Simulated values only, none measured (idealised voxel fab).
process module | voxel capacitor over wiring
cross-section cut | 260 nm wide | cells 5 nm
A cross-section is a grid of square cells, given in bands from the top down. A band is one or more rows of cells.
Each band's line starts with the height of the band's top and of its bottom, in nm. Then come its materials from left to right, each with its width in nm. One material with "throughout" fills the band from edge to edge. "air" is empty space.
Height 0 is the level under which the wafer as received is all one material. The lowest band goes on downwards, as in "0 down".
A width such as "30 to 40" changes by the same amount from each row of cells to the next, from the band's top row to its bottom row.
"no change" after a step means that no cell of the cross-section changed.
closed voids: empty space of 8 cells or more with no open way to the top, each as width x height at its distance from the left edge, in nm
after a step's settings: what the simulator itself notes on the step
overlay nm, on a step with a mask: how far to the right of its planned place the mask lay; to the left if negative
plan
1 op RECEIVE | material Si
2 op CONFORMAL_DEP | material SiO2 | thk nm 10
3 op CONFORMAL_DEP | material SiN | thk nm 5
4 op DIRECTIONAL_DEP | material SiO2 | thk nm 20
5 op MASKED_ETCH | tone open | mask id METAL_1 | width nm 25 | pitch nm 75 | etch materials SiO2 | depth nm 20 | overlay nm 0
6 op MASKED_ETCH | tone open | mask id METAL_1 | width nm 25 | pitch nm 75 | etch materials SiN | depth nm 5 | overlay nm 0
7 op CONFORMAL_DEP | material TiN | thk nm 5
8 op FILL_DEP | material Cu | thk nm 5
9 op CMP | height nm 35
10 op CONFORMAL_DEP | material SiCN | thk nm 5
11 op DIRECTIONAL_DEP | material SiO2 | thk nm 20
12 op DIRECTIONAL_DEP | material aC | thk nm 10
13 op PATTERN | tone open | mask id PLUG_1 | material resist | width nm 15 | thk nm 25 | overlay nm 0
14 op DIRECTIONAL_ETCH | etch materials aC | depth nm 10
15 op STRIP | etch materials resist
16 op DIRECTIONAL_ETCH | etch materials SiO2 | depth nm 20
17 op DIRECTIONAL_ETCH | etch materials SiCN | depth nm 5
18 op STRIP | etch materials aC
19 op EPI | material Ru | thk nm 10
20 op EPI | material Ru | thk nm 10
21 op EPI | material Ru | thk nm 5
22 op DIRECTIONAL_DEP | material TiN | thk nm 5
23 op DIRECTIONAL_DEP | material HfO2 | thk nm 5
24 op DIRECTIONAL_DEP | material TiN | thk nm 5
25 op PATTERN | tone cover | mask id UPPER_PLATE | material resist | width nm 55 | thk nm 20 | overlay nm 0
26 op DIRECTIONAL_ETCH | etch materials TiN | depth nm 5
27 op DIRECTIONAL_ETCH | etch materials HfO2 | depth nm 5
28 op STRIP | etch materials resist
29 op PATTERN | tone cover | mask id LOWER_PLATE | material resist | width nm 65 | thk nm 20 | overlay nm 0
30 op DIRECTIONAL_ETCH | etch materials TiN | depth nm 5
31 op STRIP | etch materials resist
32 op FILL_DEP | material SiO2 | thk nm 20
33 op CMP | height nm 90
34 op DIRECTIONAL_DEP | material aC | thk nm 15
35 op PATTERN | tone open | mask id PLUG_2 | material resist | width nm 15 | thk nm 35 | overlay nm 0
36 op DIRECTIONAL_ETCH | etch materials aC | depth nm 15
37 op STRIP | etch materials resist
38 op DIRECTIONAL_ETCH | etch materials SiO2 | depth nm 15
39 op STRIP | etch materials aC
40 op CONFORMAL_DEP | material TiN | thk nm 5
41 op FILL_DEP | material Ru | thk nm 5
42 op CMP | height nm 90
43 op CONFORMAL_DEP | material SiCN | thk nm 5
as received, after step 1
  0 down: Si throughout
  closed voids: none
first wafer at the end, as planned
  95 to 90: SiCN throughout
  90 to 80: SiO2 100 | TiN 5 | Ru 5 | TiN 5 | SiO2 145
  80 to 70: SiO2 100 to 90 | TiN 15 to 55 | SiO2 145 to 115
  70 to 65: SiO2 90 | HfO2 55 | SiO2 115
  65 to 60: SiO2 85 | TiN 65 | SiO2 110
  60 to 40: SiO2 90 | Ru 15 | SiO2 155
  40 to 35: SiCN 90 | Ru 15 | SiCN 155
  35 to 15: SiO2 80 | TiN 5 | Cu 15 | TiN 5 | SiO2 50 | TiN 5 | Cu 15 | TiN 5 | SiO2 80
  15 to 10: SiN 80 | TiN 25 | SiN 50 | TiN 25 | SiN 80
  10 to 0: SiO2 throughout
  0 down: Si throughout
  closed voids: none
second wafer at the end: like start, like plan, one mistake
  95 to 90: SiCN throughout
  90 to 80: SiO2 100 | TiN 5 | Ru 5 | TiN 5 | SiO2 145
  80 to 70: SiO2 100 | TiN 15 to 50 | SiO2 145 to 110
  70 to 65: SiO2 100 | HfO2 55 | SiO2 105
  65 to 60: SiO2 85 | TiN 70 | SiO2 105
  60 to 40: SiO2 90 | Ru 15 | SiO2 155
  40 to 35: SiCN 90 | Ru 15 | SiCN 155
  35 to 15: SiO2 80 | TiN 5 | Cu 15 | TiN 5 | SiO2 50 | TiN 5 | Cu 15 | TiN 5 | SiO2 80
  15 to 10: SiN 80 | TiN 25 | SiN 50 | TiN 25 | SiN 80
  10 to 0: SiO2 throughout
  0 down: Si throughout
  closed voids: none
what went wrong: step 25 ran as: op PATTERN | tone cover | mask id UPPER_PLATE | material resist | width nm 55 | thk nm 20 | overlay nm 10
at the end the second wafer has, in cells: as many of each material as the first, in other places
